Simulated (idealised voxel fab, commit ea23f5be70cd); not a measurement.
A process module follows: voxel air gaps.
The cross-section on display is named cut; it measures 290 nm wide, and its cells are 5 nm squares.
How to read a cross-section here: the picture is a grid of square cells, written as bands going from the top down, and any band can span one or more rows of cells. First you get the band's top height and its bottom height, in nm, and then the materials it's made of, left to right, with each width in nm. If you see a single material with "throughout", that one covers the band edge to edge. "air" is empty space. Beneath 0, the wafer as received is one material, and that level is where height counting begins. The lowest band goes on downward without a bottom; it is written like "z 0 and below". With a width like "30..40", each row of cells in the band differs from the next by the same amount, the top row carrying the first number and the bottom row the second. "no modifications" for a step: no cell of the cross-section changed in that step. If an empty space has no open way to the top and is at least 8 cells in size, "Internal closed voids" lists it, written width x height at distance, where distance is measured from the left edge and every value is in nm. Past the settings on a step's line: simulator remark, on that step. When a step includes a mask, the "overlay nm" setting on its line states how far to the right of its planned place that mask lay, and negative values state how far to the left.

Listed below are the process steps as planned:
| 1 | RECEIVE with material Si |
| 2 | CONFORMAL_DEP with material SiO2, thk nm 10 |
| 3 | CONFORMAL_DEP with material SiCN, thk nm 5 |
| 4 | DIRECTIONAL_DEP with material lowk, thk nm 40 |
| 5 | PATTERN with tone open, mask id LINES, material resist, width nm 15, pitch nm 40, thk nm 15, overlay nm 0 |
| 6 | DIRECTIONAL_ETCH with etch materials lowk, depth nm 40 |
| 7 | STRIP with etch materials resist |
| 8 | CONFORMAL_DEP with material TiN, thk nm 5 |
| 9 | FILL_DEP with material Ru, thk nm 10 |
| 10 | CMP with height nm 55 |
| 11 | EPI with material Ru, thk nm 10 |
| 12 | SELECTIVE_ETCH with etch materials lowk, depth nm 50 |
| 13 | CONFORMAL_DEP with material SiCN, thk nm 5 |

First out of two wafers; run went to plan:

As received (post step 1): cross-section:
* z 0 and below  Si throughout
* Internal closed voids: none

Cross-section through the wafer, step 2 finished:
* z 10 to 0  SiO2 throughout
* Heights below 0 show no change.

Cross-section through the wafer, step 3 finished:
* z 15 to 10  SiCN throughout
* Heights below 10 show no change.

Cross-section through the wafer, step 4 finished:
* z 55 to 15  lowk throughout
* Heights below 15 show no change.

Cross-section through the wafer, step 5 finished:
* z 70 to 55  resist: 95 | air: 15 | resist: 25 | air: 15 | resist: 25 | air: 15 | resist: 100
* Heights below 55 show no change.

Cross-section through the wafer, step 6 finished:
* z 70 to 55  resist: 95 | air: 15 | resist: 25 | air: 15 | resist: 25 | air: 15 | resist: 100
* z 55 to 15  lowk: 95 | air: 15 | lowk: 25 | air: 15 | lowk: 25 | air: 15 | lowk: 100
* Heights below 15 show no change.

Cross-section through the wafer, step 7 finished:
* z 55 to 15  lowk: 95 | air: 15 | lowk: 25 | air: 15 | lowk: 25 | air: 15 | lowk: 100
* Heights below 15 show no change.

Cross-section through the wafer, step 8 finished:
* z 60 to 55  TiN: 100 | air: 5 | TiN: 35 | air: 5 | TiN: 35 | air: 5 | TiN: 105
* z 55 to 20  lowk: 95 | TiN: 5 | air: 5 | TiN: 5 | lowk: 25 | TiN: 5 | air: 5 | TiN: 5 | lowk: 25 | TiN: 5 | air: 5 | TiN: 5 | lowk: 100
* z 20 to 15  lowk: 95 | TiN: 15 | lowk: 25 | TiN: 15 | lowk: 25 | TiN: 15 | lowk: 100
* Heights below 15 show no change.

Cross-section through the wafer, step 9 finished:
* z 70 to 60  Ru throughout
* z 60 to 55  TiN: 100 | Ru: 5 | TiN: 35 | Ru: 5 | TiN: 35 | Ru: 5 | TiN: 105
* z 55 to 20  lowk: 95 | TiN: 5 | Ru: 5 | TiN: 5 | lowk: 25 | TiN: 5 | Ru: 5 | TiN: 5 | lowk: 25 | TiN: 5 | Ru: 5 | TiN: 5 | lowk: 100
* Heights below 20 show no change.

Cross-section through the wafer, step 10 finished:
* z 55 to 20  lowk: 95 | TiN: 5 | Ru: 5 | TiN: 5 | lowk: 25 | TiN: 5 | Ru: 5 | TiN: 5 | lowk: 25 | TiN: 5 | Ru: 5 | TiN: 5 | lowk: 100
* Heights below 20 show no change.

Cross-section through the wafer, step 11 finished:
* z 65 to 55  air: 85 | Ru: 35 | air: 5 | Ru: 35 | air: 5 | Ru: 35 | air: 90
* Heights below 55 show no change.

Cross-section through the wafer, step 12 finished:
* z 65 to 55  air: 85 | Ru: 35 | air: 5 | Ru: 35 | air: 5 | Ru: 35 | air: 90
* z 55 to 20  air: 95 | TiN: 5 | Ru: 5 | TiN: 5 | air: 25 | TiN: 5 | Ru: 5 | TiN: 5 | air: 25 | TiN: 5 | Ru: 5 | TiN: 5 | air: 100
* z 20 to 15  air: 95 | TiN: 15 | air: 25 | TiN: 15 | air: 25 | TiN: 15 | air: 100
* Heights below 15 show no change.

Cross-section through the wafer, step 13 finished:
* z 70 to 65  air: 80 | SiCN: 125 | air: 85
* z 65 to 55  air: 80 | SiCN: 5 | Ru: 35 | SiCN: 5 | Ru: 35 | SiCN: 5 | Ru: 35 | SiCN: 5 | air: 85
* z 55 to 50  air: 80 | SiCN: 15 | TiN: 5 | Ru: 5 | TiN: 5 | SiCN: 25 | TiN: 5 | Ru: 5 | TiN: 5 | SiCN: 25 | TiN: 5 | Ru: 5 | TiN: 5 | SiCN: 15 | air: 85
* z 50 to 20  air: 90 | SiCN: 5 | TiN: 5 | Ru: 5 | TiN: 5 | SiCN: 5 | air: 15 | SiCN: 5 | TiN: 5 | Ru: 5 | TiN: 5 | SiCN: 5 | air: 15 | SiCN: 5 | TiN: 5 | Ru: 5 | TiN: 5 | SiCN: 5 | air: 95
* z 20 to 15  SiCN: 95 | TiN: 15 | SiCN: 25 | TiN: 15 | SiCN: 25 | TiN: 15 | SiCN: 100
* Heights below 15 show no change.
* Internal closed voids: 15 x 30 at 115; 15 x 30 at 155

Second of two: same start, same plan, one run error; steps up to and including 10 match the first:

Second wafer, sectioned view, at step 11's planned end time:
* z 75 to 55  air: 75 | Ru: 135 | air: 80
* Heights below 55 show no change.

Second wafer, sectioned view, at step 12's planned end time:
* z 75 to 55  air: 75 | Ru: 135 | air: 80
* z 55 to 20  air: 95 | TiN: 5 | Ru: 5 | TiN: 5 | lowk: 25 | TiN: 5 | Ru: 5 | TiN: 5 | lowk: 25 | TiN: 5 | Ru: 5 | TiN: 5 | air: 100
* z 20 to 15  air: 95 | TiN: 15 | lowk: 25 | TiN: 15 | lowk: 25 | TiN: 15 | air: 100
* Heights below 15 show no change.

Second wafer, sectioned view, at step 13's planned end time:
* z 80 to 75  air: 70 | SiCN: 145 | air: 75
* z 75 to 55  air: 70 | SiCN: 5 | Ru: 135 | SiCN: 5 | air: 75
* z 55 to 50  air: 70 | SiCN: 25 | TiN: 5 | Ru: 5 | TiN: 5 | lowk: 25 | TiN: 5 | Ru: 5 | TiN: 5 | lowk: 25 | TiN: 5 | Ru: 5 | TiN: 5 | SiCN: 25 | air: 75
* z 50 to 20  air: 90 | SiCN: 5 | TiN: 5 | Ru: 5 | TiN: 5 | lowk: 25 | TiN: 5 | Ru: 5 | TiN: 5 | lowk: 25 | TiN: 5 | Ru: 5 | TiN: 5 | SiCN: 5 | air: 95
* z 20 to 15  SiCN: 95 | TiN: 15 | lowk: 25 | TiN: 15 | lowk: 25 | TiN: 15 | SiCN: 100
* Heights below 15 show no change.
Error vs. plan: it should be noted that step 11 of the plan was executed twice
In the final state, the cell counts of the second wafer exceed or fall short of those of the first for the following materials: +66 Ru | -36 SiCN | +80 lowk
At the end, the first wafer has 2 closed voids and the second wafer has 0.
